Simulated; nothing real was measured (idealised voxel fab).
Process module name: voxel self aligned vias
190 nm wide, 5 nm square cells: that's cross-section cut.
A cross-section is written here as square cells arranged in a grid, and it is given in bands from the top down, each band taking up one or more rows of cells. Heads up on the band format: heights come first, top then bottom, in nm. After that it's the materials left to right, each with its width in nm. A single material flagged "all across" fills the whole band edge to edge, and "blank" means there's empty space there. Convention: height 0 is the level below which the wafer, as received, is all one material. The lowest band does not terminate at the bottom but continues downward, represented as "from 0 down". A two-number width, for instance "30 to 40", indicates that the width is equal to the first number in the top row of the band and to the second number in the bottom row, and that it changes by a constant amount per row of cells. It should be understood that the words "nothing changed", when stated for a given step, signify that the cross-section underwent no change in any of its cells during that step. Empty spaces counting at least 8 cells and having no open way to the top are listed in "Enclosed void entries". The notation width x height at distance is used for each, the distance being from the left edge and all three values in nm. Past the settings on a step's line: simulator remark, on that step. overlay nm: how far to the right of its planned place the mask lay on this masked step (negative: to the left).
SO HERE'S THE LINEUP OF PROCESS STEPS WE PLANNED
1,RECEIVE, material Si
2,CONFORMAL_DEP, material SiO2, thk nm 10
3,CONFORMAL_DEP, material SiCN, thk nm 5
4,DIRECTIONAL_DEP, material lowk, thk nm 20
5,PATTERN, tone open, mask id LINES, material resist, width nm 20, pitch nm 55, thk nm 20, overlay nm 0
6,DIRECTIONAL_ETCH, etch materials lowk, depth nm 20
7,STRIP, etch materials resist
8,CONFORMAL_DEP, material TiN, thk nm 5
9,FILL_DEP, material W, thk nm 10
10,CMP, height nm 35
11,SELECTIVE_ETCH, etch materials W Ru TiN, depth nm 10
12,FILL_DEP, material SiN, thk nm 10
13,CMP, height nm 35
14,DIRECTIONAL_DEP, material lowk, thk nm 15
15,DIRECTIONAL_DEP, material aC, thk nm 15
16,PATTERN, tone open, mask id VIAS, material resist, width nm 30, pitch nm 55, thk nm 30, overlay nm 0
17,DIRECTIONAL_ETCH, etch materials aC, depth nm 15
18,STRIP, etch materials resist
19,DIRECTIONAL_ETCH, etch materials lowk, depth nm 15
20,DIRECTIONAL_ETCH, etch materials SiN, depth nm 10
21,STRIP, etch materials aC
22,CONFORMAL_DEP, material TiN, thk nm 5
23,FILL_DEP, material W, thk nm 10
24,CMP, height nm 50
25,CONFORMAL_DEP, material SiCN, thk nm 5
AS-RECEIVED STATE OF THE WAFER IN CROSS-SECTION, EQUIVALENT TO POST-STEP 1
* from 0 down | Si all across
* Enclosed void entries: none
MODULE COMPLETE - CROSS-SECTION OF THE FIRST OF TWO WAFERS, RUN ACCORDING TO PLAN
* from 55 to 50 | SiCN all across
* from 50 to 40 | 25 nm lowk, then 5 nm TiN, then 20 nm W, then 5 nm TiN, then 25 nm lowk, then 5 nm TiN, then 20 nm W, then 5 nm TiN, then 25 nm lowk, then 5 nm TiN, then 20 nm W, then 5 nm TiN, then 25 nm lowk
* from 40 to 30 | 25 to 30 nm lowk, then 10 to 5 nm TiN, then 10 nm W, then 10 to 5 nm TiN, then 25 to 35 nm lowk, then 10 to 5 nm TiN, then 10 nm W, then 10 to 5 nm TiN, then 25 to 35 nm lowk, then 10 to 5 nm TiN, then 10 nm W, then 10 to 5 nm TiN, then 25 to 30 nm lowk
* from 30 to 25 | 30 nm lowk, then 20 nm TiN, then 35 nm lowk, then 20 nm TiN, then 35 nm lowk, then 20 nm TiN, then 30 nm lowk
* from 25 to 20 | 30 nm lowk, then 5 nm TiN, then 10 nm W, then 5 nm TiN, then 35 nm lowk, then 5 nm TiN, then 10 nm W, then 5 nm TiN, then 35 nm lowk, then 5 nm TiN, then 10 nm W, then 5 nm TiN, then 30 nm lowk
* from 20 to 15 | 30 nm lowk, then 20 nm TiN, then 35 nm lowk, then 20 nm TiN, then 35 nm lowk, then 20 nm TiN, then 30 nm lowk
* from 15 to 10 | SiCN all across
* from 10 to 0 | SiO2 all across
* from 0 down | Si all across
* Enclosed void entries: none
THE SECOND WAFER, SHOWN IN CROSS-SECTION AFTER THE MODULE: STARTED THE SAME WAY AS THE FIRST AND GIVEN THE SAME PLAN, YET ONE MISTAKE CREPT INTO HOW IT WAS RUN
* from 55 to 50 | SiCN all across
* from 50 to 40 | 25 nm lowk, then 5 nm TiN, then 20 nm W, then 5 nm TiN, then 25 nm lowk, then 5 nm TiN, then 20 nm W, then 5 nm TiN, then 25 nm lowk, then 5 nm TiN, then 20 nm W, then 5 nm TiN, then 25 nm lowk
* from 40 to 35 | 25 nm lowk, then 30 nm TiN, then 25 nm lowk, then 30 nm TiN, then 25 nm lowk, then 30 nm TiN, then 25 nm lowk
* from 35 to 25 | 25 nm SiN, then 5 nm TiN, then 20 nm lowk, then 5 nm TiN, then 25 nm SiN, then 5 nm TiN, then 20 nm lowk, then 5 nm TiN, then 25 nm SiN, then 5 nm TiN, then 20 nm lowk, then 5 nm TiN, then 25 nm SiN
* from 25 to 20 | 25 nm W, then 5 nm TiN, then 20 nm lowk, then 5 nm TiN, then 25 nm W, then 5 nm TiN, then 20 nm lowk, then 5 nm TiN, then 25 nm W, then 5 nm TiN, then 20 nm lowk, then 5 nm TiN, then 25 nm W
* from 20 to 15 | 30 nm TiN, then 20 nm lowk, then 35 nm TiN, then 20 nm lowk, then 35 nm TiN, then 20 nm lowk, then 30 nm TiN
* from 15 to 10 | SiCN all across
* from 10 to 0 | SiO2 all across
* from 0 down | Si all across
* Enclosed void entries: none
Misprocessing identified: step 5 went in with a setting other than planned; the actual run was PATTERN, tone cover, mask id LINES, material resist, width nm 20, pitch nm 55, thk nm 20, overlay nm 0
Final wafer comparison in cells, second versus first, more or fewer per material: SiN: 40 more; TiN: 14 more; W: 2 more; lowk: 56 fewer
